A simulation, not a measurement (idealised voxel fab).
The document below concerns the process module designated voxel transistor to metal.
Cross-section cut spans 160 nm and uses square cells 5 nm in size.
How to read a cross-section here: the picture is a grid of square cells, written as bands going from the top down, and any band can span one or more rows of cells. Top, bottom (nm), then materials left to right with widths (nm); lone material tagged "edge to edge" fills the whole band edge to edge; "empty" = empty space. Heights are reckoned from 0. Under this level, the received wafer is all of one material. The bottommost band is open-ended downward, for example "0 -> down". Width "30 to 40": first value at the band's top row of cells, second value at its bottom row, equal change from row to row. Where the words "nothing different" appear for a step, the cross-section shows no cell changed by that step; every cell remained as before. Enclosed void catalog: empty space of 8 cells or more with no open way to the top, each as width x height at its distance from the left edge, in nm. The remark found on a step's line after its settings is issued by the simulator itself and pertains to that step. What "overlay nm" on a step's line means: if the step has a mask, that mask lay this far to the right of its planned place, or, when the value is negative, to the left.

Planned step list for the process
1. RECEIVE, material Si
2. OXIDIZE, depth nm 5
3. CONFORMAL_DEP, material SiN, thk nm 10
4. MASKED_ETCH, tone cover, mask id ACTIVE, width nm 100, etch materials SiN, depth nm 10, overlay nm 0
5. MASKED_ETCH, tone cover, mask id ACTIVE, width nm 100, etch materials SiO2, depth nm 5, overlay nm 0
6. MASKED_ETCH, tone cover, mask id ACTIVE, width nm 100, etch materials Si, depth nm 25, overlay nm 0
7. OXIDIZE, depth nm 5
8. FILL_DEP, material SiO2, thk nm 15
9. CMP, height nm 10
10. SELECTIVE_ETCH, etch materials SiO2, depth nm 5
11. STRIP, etch materials SiN
12. SELECTIVE_ETCH, etch materials SiO2, depth nm 5
13. OXIDIZE, depth nm 5
14. DIRECTIONAL_DEP, material polySi, thk nm 30
15. DIRECTIONAL_DEP, material SiCN, thk nm 10
16. MASKED_ETCH, tone cover, mask id GATE, width nm 20, etch materials SiCN, depth nm 20, overlay nm 0
17. MASKED_ETCH, tone cover, mask id GATE, width nm 20, etch materials polySi, depth nm 40, overlay nm 0
18. CONFORMAL_DEP, material SiN, thk nm 5
19. DIRECTIONAL_ETCH, etch materials SiN, depth nm 5
20. DIRECTIONAL_ETCH, etch materials SiO2, depth nm 5
21. EPI, material pSi, thk nm 5
22. FILL_DEP, material SiO2, thk nm 10
23. CMP, height nm 35
24. DIRECTIONAL_DEP, material SiO2, thk nm 15
25. MASKED_ETCH, tone open, mask id CONTACT, width nm 15, pitch nm 75, etch materials SiO2, depth nm 55, overlay nm 0
26. CONFORMAL_DEP, material TiN, thk nm 5
27. FILL_DEP, material Ru, thk nm 5
28. CMP, height nm 50
29. CONFORMAL_DEP, material SiCN, thk nm 5
30. DIRECTIONAL_DEP, material SiO2, thk nm 25
31. PATTERN, tone open, mask id METAL_1, material resist, width nm 15, pitch nm 75, thk nm 15, overlay nm 0
32. DIRECTIONAL_ETCH, etch materials SiO2, depth nm 25
33. DIRECTIONAL_ETCH, etch materials SiCN, depth nm 5
34. STRIP, etch materials resist
35. CONFORMAL_DEP, material TiN, thk nm 5
36. FILL_DEP, material Ru, thk nm 5
37. CMP, height nm 80
38. EPI, material Ru, thk nm 5
39. FILL_DEP, material SiCN, thk nm 5

Cross-section, incoming material, after step 1
  0 -> down: Si edge to edge
  Enclosed void catalog: none

Cross-section taken at module completion on the first of two wafers; processed per the plan
  90 -> 85: SiCN edge to edge
  85 -> 80: SiCN 30, then Ru 25, then SiCN 50, then Ru 25, then SiCN 30
  80 -> 55: SiO2 35, then TiN 5, then Ru 5, then TiN 5, then SiO2 60, then TiN 5, then Ru 5, then TiN 5, then SiO2 35
  55 -> 50: SiCN 35, then TiN 15, then SiCN 60, then TiN 15, then SiCN 35
  50 -> 35: SiO2 35, then TiN 5, then Ru 5, then TiN 5, then SiO2 60, then TiN 5, then Ru 5, then TiN 5, then SiO2 35
  35 -> 25: SiO2 35, then TiN 5, then Ru 5, then TiN 5, then SiO2 15, then SiN 5, then SiCN 20, then SiN 5, then SiO2 15, then TiN 5, then Ru 5, then TiN 5, then SiO2 35
  25 -> 0: SiO2 35, then TiN 5, then Ru 5, then TiN 5, then SiO2 15, then SiN 5, then polySi 20, then SiN 5, then SiO2 15, then TiN 5, then Ru 5, then TiN 5, then SiO2 35
  0 -> -5: SiO2 25, then SiN 5, then SiO2 5, then TiN 15, then SiO2 15, then SiN 5, then polySi 20, then SiN 5, then SiO2 15, then TiN 15, then SiO2 5, then SiN 5, then SiO2 25
  -5 -> -10: SiO2 30, then pSi 35, then SiO2 30, then pSi 35, then SiO2 30
  -10 -> -35: SiO2 35, then Si 90, then SiO2 35
  -35 -> down: Si edge to edge
  Enclosed void catalog: none

second wafer at the end: like start, like plan, one mistake
  90 -> 85: SiCN edge to edge
  85 -> 80: SiCN 30, then Ru 25, then SiCN 50, then Ru 25, then SiCN 30
  80 -> 55: SiO2 35, then TiN 5, then Ru 5, then TiN 5, then SiO2 60, then TiN 5, then Ru 5, then TiN 5, then SiO2 35
  55 -> 50: SiCN 35, then TiN 15, then SiCN 60, then TiN 15, then SiCN 35
  50 -> 35: SiO2 35, then TiN 5, then Ru 5, then TiN 5, then SiO2 60, then TiN 5, then Ru 5, then TiN 5, then SiO2 35
  35 -> 25: SiO2 35, then TiN 5, then Ru 5, then TiN 5, then SiO2 10, then SiN 5, then SiCN 30, then SiN 5, then SiO2 10, then TiN 5, then Ru 5, then TiN 5, then SiO2 35
  25 -> 0: SiO2 35, then TiN 5, then Ru 5, then TiN 5, then SiO2 10, then SiN 5, then polySi 30, then SiN 5, then SiO2 10, then TiN 5, then Ru 5, then TiN 5, then SiO2 35
  0 -> -5: SiO2 25, then SiN 5, then SiO2 5, then TiN 15, then SiO2 10, then SiN 5, then polySi 30, then SiN 5, then SiO2 10, then TiN 15, then SiO2 5, then SiN 5, then SiO2 25
  -5 -> -10: SiO2 30, then pSi 30, then SiO2 40, then pSi 30, then SiO2 30
  -10 -> -35: SiO2 35, then Si 90, then SiO2 35
  -35 -> down: Si edge to edge
  Enclosed void catalog: none
Finding, execution versus plan: step 16, actual vs plan mismatch, actual run MASKED_ETCH, tone cover, mask id GATE, width nm 30, etch materials SiCN, depth nm 20, overlay nm 0
In the final state, the cell counts of the second wafer exceed or fall short of those of the first for the following materials: +4 SiCN; -14 SiO2; -2 pSi; +12 polySi
